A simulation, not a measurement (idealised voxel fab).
Presented below is a process module, voxel ribs on slabs.
The width of the displayed cross-section, cut, is 290 nm; its cells are square, with a size of 5 nm.
Heads up, the way a cross-section reads in here is a grid of square cells, handed over as bands from the top down, with every band being one or more rows of cells.
Quick guide to a band line: top height, bottom height (nm) up front; then every material left to right with its width in nm. Only one material and it's marked "full width"? Then it fills the band edge to edge. And "blank" just means empty space.
We count height from 0. Below that, the starting wafer is all one material. The lowest band never ends at the bottom but goes on down; see "0 down" for how that is written.
A two-number width, for instance "30..40", indicates that the width is equal to the first number in the top row of the band and to the second number in the bottom row, and that it changes by a constant amount per row of cells.
Step note "no change" = no cross-section cell changed.
So "closed voids" is basically the list of trapped voids: any empty space of 8 cells or more that can't reach the top through an opening. They're written width x height at distance, the distance being from the left edge, and it's all nm.
It should be noted that, on the line of a given step, the content following the step's settings is a remark produced by the simulator itself with respect to that step.
The "overlay nm" setting may appear on a step's line; for a step that uses a mask, it gives how far to the right of its planned position the mask lay, and a negative value indicates the left.
Steps in the process plan
- 1: op RECEIVE | material Si
- 2: op DIRECTIONAL_DEP | material SiO2 | thk nm 20
- 3: op DIRECTIONAL_DEP | material polySi | thk nm 15
- 4: op DIRECTIONAL_DEP | material aC | thk nm 15
- 5: op PATTERN | tone cover | mask id RIB | material resist | width nm 15 | thk nm 30 | overlay nm 0
- 6: op DIRECTIONAL_ETCH | etch materials aC | depth nm 15
- 7: op STRIP | etch materials resist
- 8: op DIRECTIONAL_ETCH | etch materials polySi | depth nm 10
- 9: op STRIP | etch materials aC
- 10: op MASKED_ETCH | tone cover | mask id SLAB | width nm 45 | etch materials polySi | depth nm 5 | overlay nm -15
- 11: op FILL_DEP | material SiO2 | thk nm 25
- 12: op CMP | height nm 55
- 13: op DIRECTIONAL_DEP | material W | thk nm 10
- 14: op DIRECTIONAL_DEP | material aC | thk nm 15
- 15: op PATTERN | tone cover | mask id HEATER | material resist | width nm 25 | thk nm 30 | overlay nm 0
- 16: op DIRECTIONAL_ETCH | etch materials aC | depth nm 15
- 17: op STRIP | etch materials resist
- 18: op DIRECTIONAL_ETCH | etch materials W | depth nm 10
- 19: op STRIP | etch materials aC
- 20: op CONFORMAL_DEP | material SiN | thk nm 5
The value of overlay nm given for step 10 in the plan refers to the first wafer; the wafers vary in this setting and are alike at the start.
Here's the first of the wafers in cross-section, just as we got it, i.e. after step 1
> 0 down | Si full width
> closed voids: none
First of several wafers in cross-section at module end, following the final step, step 20
> 70 to 65 | blank 125 nm; SiN 35 nm; blank 130 nm
> 65 to 60 | blank 125 nm; SiN 5 nm; W 25 nm; SiN 5 nm; blank 130 nm
> 60 to 55 | SiN 130 nm; W 25 nm; SiN 135 nm
> 55 to 35 | SiO2 full width
> 35 to 25 | SiO2 135 nm; polySi 15 nm; SiO2 140 nm
> 25 to 20 | SiO2 105 nm; polySi 45 nm; SiO2 140 nm
> 20 to 0 | SiO2 full width
> 0 down | Si full width
> closed voids: none
The module's end: a cross-section of the last wafer
> 70 to 65 | blank 125 nm; SiN 35 nm; blank 130 nm
> 65 to 60 | blank 125 nm; SiN 5 nm; W 25 nm; SiN 5 nm; blank 130 nm
> 60 to 55 | SiN 130 nm; W 25 nm; SiN 135 nm
> 55 to 35 | SiO2 full width
> 35 to 25 | SiO2 135 nm; polySi 15 nm; SiO2 140 nm
> 25 to 20 | SiO2 135 nm; polySi 45 nm; SiO2 110 nm
> 20 to 0 | SiO2 full width
> 0 down | Si full width
> closed voids: none
Where each wafer stands at the end of the module, a row apiece: cells of each material gained (+) or lost (-) since it was received, then closed voids
overlay nm -15; +62 SiN; +623 SiO2; +10 W; +15 polySi; closed voids: none
overlay nm -10; +62 SiN; +623 SiO2; +10 W; +15 polySi; closed voids: none
overlay nm -5; +62 SiN; +623 SiO2; +10 W; +15 polySi; closed voids: none
overlay nm 0; +62 SiN; +623 SiO2; +10 W; +15 polySi; closed voids: none
overlay nm 5; +62 SiN; +623 SiO2; +10 W; +15 polySi; closed voids: none
overlay nm 10; +62 SiN; +623 SiO2; +10 W; +15 polySi; closed voids: none
overlay nm 15; +62 SiN; +623 SiO2; +10 W; +15 polySi; closed voids: none
